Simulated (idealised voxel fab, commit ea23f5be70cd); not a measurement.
Herein follows the process module entitled voxel ribs on slabs.
Cross-section cut spans 140 nm and uses square cells 5 nm in size.
A cross-section is a grid of square cells, given in bands from the top down. A band is one or more rows of cells. A band entry consists of two parts. The first gives the height of the band's top and the height of its bottom, in nm. The rest lists the band's materials from left to right, each with its width in nm. A single material labelled with the word "edge to edge" fills the band from edge to edge, and the word "blank" marks empty space. Height 0 is the level under which the wafer as received is all one material. The lowest band goes on downwards, as in "0 nm and below". A width such as "30->40" changes by the same amount from each row of cells to the next, from the band's top row to its bottom row. When a step is marked "remained unchanged", none of the cells in the cross-section changed during that step. Voids not open to the top, 8 cells minimum: see "Closed void listing". Written width x height at distance; distance is from the left edge; nm. Step line, after settings: the simulator's comment on this step. overlay nm: on a step with a mask, how far right of its planned place the mask lay; negative means left.
# Intended process steps
1: RECEIVE (material Si)
2: DIRECTIONAL_DEP (material SiO2; thk nm 25)
3: DIRECTIONAL_DEP (material polySi; thk nm 25)
4: MASKED_ETCH (tone cover; mask id RIB; width nm 25; etch materials polySi; depth nm 20; overlay nm 0)
5: MASKED_ETCH (tone cover; mask id SLAB; width nm 85; etch materials polySi; depth nm 5; overlay nm 0)
6: FILL_DEP (material SiO2; thk nm 15)
7: CMP (height nm 60)
8: DIRECTIONAL_DEP (material TiN; thk nm 10)
9: MASKED_ETCH (tone cover; mask id HEATER; width nm 35; etch materials TiN; depth nm 10; overlay nm 0)
10: CONFORMAL_DEP (material SiO2; thk nm 5)
# Cross-sectional view of the wafer in its as-received condition, corresponding to the state after step 1
    0 nm and below | Si edge to edge
    Closed void listing: none
# End state of the module in cross-section, given the above starting point and plan and one mistake in execution
    75 nm to 70 nm | blank (40), SiO2 (55), blank (45)
    70 nm to 65 nm | blank (40), SiO2 (5), TiN (45), SiO2 (5), blank (45)
    65 nm to 60 nm | SiO2 (45), TiN (45), SiO2 (50)
    60 nm to 50 nm | SiO2 edge to edge
    50 nm to 30 nm | SiO2 (55), polySi (25), SiO2 (60)
    30 nm to 25 nm | SiO2 (25), polySi (85), SiO2 (30)
    25 nm to 0 nm | SiO2 edge to edge
    0 nm and below | Si edge to edge
    Closed void listing: none
What went wrong in running the wafer? step 9 was processed under conditions differing from the plan, specifically as MASKED_ETCH (tone cover; mask id HEATER; width nm 45; etch materials TiN; depth nm 10; overlay nm 0)
